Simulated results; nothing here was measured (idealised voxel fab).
Herein follows the process module entitled voxel tone inversion.
We display cut, a cross-section 140 nm in width whose square cells are each 5 nm.
Cross-section = grid of square cells, listed top down in bands; band = one or more rows. Basically the band line says how high the top is and how high the bottom is, in nm, and then what's in it from left to right, every material with its width in nm. Empty space shows up as "blank", and if a single material carries "full width" it runs the full band edge to edge. For the purposes of this specification, 0 denotes the height below which the wafer in its as-received condition is composed wholly of one material, and the lowermost band, lacking a lower limit, extends downward without end, as expressed in "top 0, no bottom". The width entry "30 to 40" should be interpreted row by row: the top row of cells in the band takes the first number, the bottom row takes the second number, and the change between adjacent rows is uniform throughout. For the purposes of this document, the phrase "remains unaltered" attached to a step denotes that no cell within the cross-section was modified by that step. Any empty space of 8 cells or more lacking an open way to the top shows up in "Cavities, closed" as width x height at distance, distance from the left edge, in nm. That trailing text on a step's line, after the settings, is the simulator's own remark on the step. overlay nm: right-of-plan distance of the mask on a masked step; negative values mean left-of-plan.
**Below is the list of planned process steps**
- 1: RECEIVE, material Si
- 2: CONFORMAL_DEP, material SiCN, thk nm 10
- 3: DIRECTIONAL_DEP, material aC, thk nm 15
- 4: PATTERN, tone cover, mask id POSTS, material resist, width nm 15, pitch nm 30, thk nm 25, overlay nm -15
- 5: DIRECTIONAL_ETCH, etch materials aC, depth nm 15
- 6: STRIP, etch materials resist
- 7: FILL_DEP, material lowk, thk nm 10
- 8: CMP, height nm 25
- 9: STRIP, etch materials aC
Variable across wafers: step 4 overlay nm (plan value is that of the first wafer; starting state common to all).
**Cross-sectional view of the first of several wafers in the as-received condition, corresponding to the state following step 1**
	top 0, no bottom | Si full width
	Cavities, closed: none
**At the end of the module, after its last step, step 9, the first of several wafers appears in cross-section as follows**
	top 25, bottom 10 | lowk=30, blank=15, lowk=15, blank=15, lowk=65
	top 10, bottom 0 | SiCN full width
	top 0, no bottom | Si full width
	Cavities, closed: none
**The final wafer, sectioned at module end**
	top 25, bottom 10 | lowk=60, blank=15, lowk=15, blank=15, lowk=35
	top 10, bottom 0 | SiCN full width
	top 0, no bottom | Si full width
	Cavities, closed: none
**Basically each wafer gets a line in the table, showing it at the end of the module: material by material, the cells it gained (+) or lost (-) since we got it, then its closed voids**
overlay nm -15, +56 SiCN, +66 lowk, Cavities, closed: none
overlay nm -10, +56 SiCN, +66 lowk, Cavities, closed: none
overlay nm -5, +56 SiCN, +66 lowk, Cavities, closed: none
overlay nm 0, +56 SiCN, +66 lowk, Cavities, closed: none
overlay nm 5, +56 SiCN, +66 lowk, Cavities, closed: none
overlay nm 10, +56 SiCN, +66 lowk, Cavities, closed: none
overlay nm 15, +56 SiCN, +66 lowk, Cavities, closed: none
